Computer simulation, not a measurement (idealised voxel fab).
Presented below is a process module, voxel self aligned contacts.
Cross-sectional view cut (width: 280 nm; square cell size: 5 nm).
We lay out every cross-section as a grid of square cells and spell it out in bands from the top down, where one band means one or more rows of cells.
A band entry consists of two parts. The first gives the height of the band's top and the height of its bottom, in nm. The rest lists the band's materials from left to right, each with its width in nm. A single material labelled with the word "all across" fills the band from edge to edge, and the word "air" marks empty space.
Beneath 0, the wafer as received is one material, and that level is where height counting begins. The lowest band goes on downward without a bottom; it is written like "z 0 and below".
The two numbers in a width such as "30 to 40" mark its ends across the band: the first belongs to the top row of cells, the second to the bottom row, and from each row to the next the width moves by the same amount.
Reading "nothing altered" for a step: not a cell of the cross-section changed in it.
Enclosed voids (no open way to top), threshold 8 cells or more, entry "Sealed cavities", notation width x height at distance, distance from left edge, nm.
Post-settings text on a step line: simulator's own remark regarding the step.
"overlay nm", when on a step's line for a step with a mask, measures how far to the right of its planned place the mask lay; a negative measure means to the left.

BELOW IS THE LIST OF PLANNED PROCESS STEPS
- 1: RECEIVE,material Si
- 2: CONFORMAL_DEP,material SiO2,thk nm 5
- 3: DIRECTIONAL_DEP,material polySi,thk nm 30
- 4: DIRECTIONAL_DEP,material SiN,thk nm 15
- 5: DIRECTIONAL_DEP,material aC,thk nm 10
- 6: PATTERN,tone cover,mask id GATE,material resist,width nm 30,pitch nm 60,thk nm 25,overlay nm 0
- 7: DIRECTIONAL_ETCH,etch materials aC,depth nm 10
- 8: STRIP,etch materials resist
- 9: DIRECTIONAL_ETCH,etch materials SiN,depth nm 15
- 10: DIRECTIONAL_ETCH,etch materials polySi,depth nm 30
- 11: STRIP,etch materials aC
- 12: CONFORMAL_DEP,material SiN,thk nm 5
- 13: DIRECTIONAL_ETCH,etch materials SiN,depth nm 5
- 14: FILL_DEP,material SiO2,thk nm 15
- 15: CMP,height nm 60
- 16: MASKED_ETCH,tone open,mask id CONTACT,width nm 40,etch materials SiO2,depth nm 60,overlay nm 0
- 17: CONFORMAL_DEP,material TiN,thk nm 5
- 18: FILL_DEP,material W,thk nm 10
- 19: CMP,height nm 60
- 20: CONFORMAL_DEP,material SiCN,thk nm 5

RUN AS PLANNED: FIRST OF TWO WAFERS

AS-RECEIVED STATE OF THE WAFER IN CROSS-SECTION, EQUIVALENT TO POST-STEP 1
> z 0 and below: Si all across
> Sealed cavities: none

CROSS-SECTION OF THE WAFER SUBSEQUENT TO STEP 2
> z 5 to 0: SiO2 all across
> Everything under 0 stays put, no change at all.

CROSS-SECTION OF THE WAFER SUBSEQUENT TO STEP 3
> z 35 to 5: polySi all across
> Everything under 5 stays put, no change at all.

CROSS-SECTION OF THE WAFER SUBSEQUENT TO STEP 4
> z 50 to 35: SiN all across
> Everything under 35 stays put, no change at all.

CROSS-SECTION OF THE WAFER SUBSEQUENT TO STEP 5
> z 60 to 50: aC all across
> Everything under 50 stays put, no change at all.

CROSS-SECTION OF THE WAFER SUBSEQUENT TO STEP 6
> z 85 to 60: air (95) | resist (30) | air (30) | resist (30) | air (95)
> Everything under 60 stays put, no change at all.

CROSS-SECTION OF THE WAFER SUBSEQUENT TO STEP 7
> z 75 to 60: air (95) | resist (30) | air (30) | resist (30) | air (95)
> z 60 to 50: air (95) | aC (30) | air (30) | aC (30) | air (95)
> Everything under 50 stays put, no change at all.

CROSS-SECTION OF THE WAFER SUBSEQUENT TO STEP 8
> z 60 to 50: air (95) | aC (30) | air (30) | aC (30) | air (95)
> Everything under 50 stays put, no change at all.

CROSS-SECTION OF THE WAFER SUBSEQUENT TO STEP 9
> z 60 to 50: air (95) | aC (30) | air (30) | aC (30) | air (95)
> z 50 to 35: air (95) | SiN (30) | air (30) | SiN (30) | air (95)
> Everything under 35 stays put, no change at all.

CROSS-SECTION OF THE WAFER SUBSEQUENT TO STEP 10
> z 60 to 50: air (95) | aC (30) | air (30) | aC (30) | air (95)
> z 50 to 35: air (95) | SiN (30) | air (30) | SiN (30) | air (95)
> z 35 to 5: air (95) | polySi (30) | air (30) | polySi (30) | air (95)
> Everything under 5 stays put, no change at all.

CROSS-SECTION OF THE WAFER SUBSEQUENT TO STEP 11
> z 50 to 35: air (95) | SiN (30) | air (30) | SiN (30) | air (95)
> Everything under 35 stays put, no change at all.

CROSS-SECTION OF THE WAFER SUBSEQUENT TO STEP 12
> z 55 to 35: air (90) | SiN (40) | air (20) | SiN (40) | air (90)
> z 35 to 10: air (90) | SiN (5) | polySi (30) | SiN (5) | air (20) | SiN (5) | polySi (30) | SiN (5) | air (90)
> z 10 to 5: SiN (95) | polySi (30) | SiN (30) | polySi (30) | SiN (95)
> Everything under 5 stays put, no change at all.

CROSS-SECTION OF THE WAFER SUBSEQUENT TO STEP 13
> z 50 to 35: air (90) | SiN (40) | air (20) | SiN (40) | air (90)
> z 35 to 5: air (90) | SiN (5) | polySi (30) | SiN (5) | air (20) | SiN (5) | polySi (30) | SiN (5) | air (90)
> Everything under 5 stays put, no change at all.

CROSS-SECTION OF THE WAFER SUBSEQUENT TO STEP 14
> z 65 to 50: SiO2 all across
> z 50 to 35: SiO2 (90) | SiN (40) | SiO2 (20) | SiN (40) | SiO2 (90)
> z 35 to 5: SiO2 (90) | SiN (5) | polySi (30) | SiN (5) | SiO2 (20) | SiN (5) | polySi (30) | SiN (5) | SiO2 (90)
> Everything under 5 stays put, no change at all.

CROSS-SECTION OF THE WAFER SUBSEQUENT TO STEP 15
> z 60 to 50: SiO2 all across
> Everything under 50 stays put, no change at all.

CROSS-SECTION OF THE WAFER SUBSEQUENT TO STEP 16
> z 60 to 50: SiO2 (120) | air (40) | SiO2 (120)
> z 50 to 35: SiO2 (90) | SiN (40) | air (20) | SiN (40) | SiO2 (90)
> z 35 to 5: SiO2 (90) | SiN (5) | polySi (30) | SiN (5) | air (20) | SiN (5) | polySi (30) | SiN (5) | SiO2 (90)
> z 5 to 0: SiO2 (130) | air (20) | SiO2 (130)
> Everything under 0 stays put, no change at all.

CROSS-SECTION OF THE WAFER SUBSEQUENT TO STEP 17
> z 65 to 60: TiN (125) | air (30) | TiN (125)
> z 60 to 50: SiO2 (120) | TiN (5 to 15) | air (30 to 10) | TiN (5 to 15) | SiO2 (120)
> z 50 to 35: SiO2 (90) | SiN (40) | TiN (5) | air (10) | TiN (5) | SiN (40) | SiO2 (90)
> z 35 to 5: SiO2 (90) | SiN (5) | polySi (30) | SiN (5) | TiN (5) | air (10) | TiN (5) | SiN (5) | polySi (30) | SiN (5) | SiO2 (90)
> z 5 to 0: SiO2 (130) | TiN (20) | SiO2 (130)
> Everything under 0 stays put, no change at all.

CROSS-SECTION OF THE WAFER SUBSEQUENT TO STEP 18
> z 75 to 65: W all across
> z 65 to 60: TiN (125) | W (30) | TiN (125)
> z 60 to 50: SiO2 (120) | TiN (5 to 15) | W (30 to 10) | TiN (5 to 15) | SiO2 (120)
> z 50 to 35: SiO2 (90) | SiN (40) | TiN (5) | W (10) | TiN (5) | SiN (40) | SiO2 (90)
> z 35 to 5: SiO2 (90) | SiN (5) | polySi (30) | SiN (5) | TiN (5) | W (10) | TiN (5) | SiN (5) | polySi (30) | SiN (5) | SiO2 (90)
> Everything under 5 stays put, no change at all.

CROSS-SECTION OF THE WAFER SUBSEQUENT TO STEP 19
> z 60 to 50: SiO2 (120) | TiN (5 to 15) | W (30 to 10) | TiN (5 to 15) | SiO2 (120)
> Everything under 50 stays put, no change at all.

CROSS-SECTION OF THE WAFER SUBSEQUENT TO STEP 20
> z 65 to 60: SiCN all across
> Everything under 60 stays put, no change at all.

THE SECOND WAFER BEGAN EXACTLY AS THE FIRST DID AND FOLLOWED THE SAME PLAN, BUT ONE MISTAKE WAS MADE WHILE RUNNING IT; THROUGH STEP 1 INCLUSIVE, THE TWO WAFERS ARE IDENTICAL

PLANNED END OF STEP 2: SECOND WAFER, CROSS-SECTION
> z 5 to 0: SiCN all across
> Everything under 0 stays put, no change at all.

PLANNED END OF STEP 3: SECOND WAFER, CROSS-SECTION
> z 35 to 5: polySi all across
> Everything under 5 stays put, no change at all.

PLANNED END OF STEP 4: SECOND WAFER, CROSS-SECTION
> z 50 to 35: SiN all across
> Everything under 35 stays put, no change at all.

PLANNED END OF STEP 5: SECOND WAFER, CROSS-SECTION
> z 60 to 50: aC all across
> Everything under 50 stays put, no change at all.

PLANNED END OF STEP 6: SECOND WAFER, CROSS-SECTION
> z 85 to 60: air (95) | resist (30) | air (30) | resist (30) | air (95)
> Everything under 60 stays put, no change at all.

PLANNED END OF STEP 7: SECOND WAFER, CROSS-SECTION
> z 75 to 60: air (95) | resist (30) | air (30) | resist (30) | air (95)
> z 60 to 50: air (95) | aC (30) | air (30) | aC (30) | air (95)
> Everything under 50 stays put, no change at all.

PLANNED END OF STEP 8: SECOND WAFER, CROSS-SECTION
> z 60 to 50: air (95) | aC (30) | air (30) | aC (30) | air (95)
> Everything under 50 stays put, no change at all.

PLANNED END OF STEP 9: SECOND WAFER, CROSS-SECTION
> z 60 to 50: air (95) | aC (30) | air (30) | aC (30) | air (95)
> z 50 to 35: air (95) | SiN (30) | air (30) | SiN (30) | air (95)
> Everything under 35 stays put, no change at all.

PLANNED END OF STEP 10: SECOND WAFER, CROSS-SECTION
> z 60 to 50: air (95) | aC (30) | air (30) | aC (30) | air (95)
> z 50 to 35: air (95) | SiN (30) | air (30) | SiN (30) | air (95)
> z 35 to 5: air (95) | polySi (30) | air (30) | polySi (30) | air (95)
> Everything under 5 stays put, no change at all.

PLANNED END OF STEP 11: SECOND WAFER, CROSS-SECTION
> z 50 to 35: air (95) | SiN (30) | air (30) | SiN (30) | air (95)
> Everything under 35 stays put, no change at all.

PLANNED END OF STEP 12: SECOND WAFER, CROSS-SECTION
> z 55 to 35: air (90) | SiN (40) | air (20) | SiN (40) | air (90)
> z 35 to 10: air (90) | SiN (5) | polySi (30) | SiN (5) | air (20) | SiN (5) | polySi (30) | SiN (5) | air (90)
> z 10 to 5: SiN (95) | polySi (30) | SiN (30) | polySi (30) | SiN (95)
> Everything under 5 stays put, no change at all.

PLANNED END OF STEP 13: SECOND WAFER, CROSS-SECTION
> z 50 to 35: air (90) | SiN (40) | air (20) | SiN (40) | air (90)
> z 35 to 5: air (90) | SiN (5) | polySi (30) | SiN (5) | air (20) | SiN (5) | polySi (30) | SiN (5) | air (90)
> Everything under 5 stays put, no change at all.

PLANNED END OF STEP 14: SECOND WAFER, CROSS-SECTION
> z 65 to 50: SiO2 all across
> z 50 to 35: SiO2 (90) | SiN (40) | SiO2 (20) | SiN (40) | SiO2 (90)
> z 35 to 5: SiO2 (90) | SiN (5) | polySi (30) | SiN (5) | SiO2 (20) | SiN (5) | polySi (30) | SiN (5) | SiO2 (90)
> Everything under 5 stays put, no change at all.

PLANNED END OF STEP 15: SECOND WAFER, CROSS-SECTION
> z 60 to 50: SiO2 all across
> Everything under 50 stays put, no change at all.

PLANNED END OF STEP 16: SECOND WAFER, CROSS-SECTION
> z 60 to 50: SiO2 (120) | air (40) | SiO2 (120)
> z 50 to 35: SiO2 (90) | SiN (40) | air (20) | SiN (40) | SiO2 (90)
> z 35 to 5: SiO2 (90) | SiN (5) | polySi (30) | SiN (5) | air (20) | SiN (5) | polySi (30) | SiN (5) | SiO2 (90)
> Everything under 5 stays put, no change at all.

PLANNED END OF STEP 17: SECOND WAFER, CROSS-SECTION
> z 65 to 60: TiN (125) | air (30) | TiN (125)
> z 60 to 50: SiO2 (120) | TiN (5 to 15) | air (30 to 10) | TiN (5 to 15) | SiO2 (120)
> z 50 to 35: SiO2 (90) | SiN (40) | TiN (5) | air (10) | TiN (5) | SiN (40) | SiO2 (90)
> z 35 to 10: SiO2 (90) | SiN (5) | polySi (30) | SiN (5) | TiN (5) | air (10) | TiN (5) | SiN (5) | polySi (30) | SiN (5) | SiO2 (90)
> z 10 to 5: SiO2 (90) | SiN (5) | polySi (30) | SiN (5) | TiN (20) | SiN (5) | polySi (30) | SiN (5) | SiO2 (90)
> Everything under 5 stays put, no change at all.

PLANNED END OF STEP 18: SECOND WAFER, CROSS-SECTION
> z 75 to 65: W all across
> z 65 to 60: TiN (125) | W (30) | TiN (125)
> z 60 to 50: SiO2 (120) | TiN (5 to 15) | W (30 to 10) | TiN (5 to 15) | SiO2 (120)
> z 50 to 35: SiO2 (90) | SiN (40) | TiN (5) | W (10) | TiN (5) | SiN (40) | SiO2 (90)
> z 35 to 10: SiO2 (90) | SiN (5) | polySi (30) | SiN (5) | TiN (5) | W (10) | TiN (5) | SiN (5) | polySi (30) | SiN (5) | SiO2 (90)
> Everything under 10 stays put, no change at all.

PLANNED END OF STEP 19: SECOND WAFER, CROSS-SECTION
> z 60 to 50: SiO2 (120) | TiN (5 to 15) | W (30 to 10) | TiN (5 to 15) | SiO2 (120)
> Everything under 50 stays put, no change at all.

PLANNED END OF STEP 20: SECOND WAFER, CROSS-SECTION
> z 65 to 60: SiCN all across
> Everything under 60 stays put, no change at all.
In executing the process, a mistake was made relative to the plan: it should be noted that step 2 was executed with settings other than those planned, the operation and settings actually applied being CONFORMAL_DEP,material SiCN,thk nm 5
Cell-count delta at end, second wafer over first, by material: +56 SiCN | -52 SiO2 | -2 TiN | -2 W
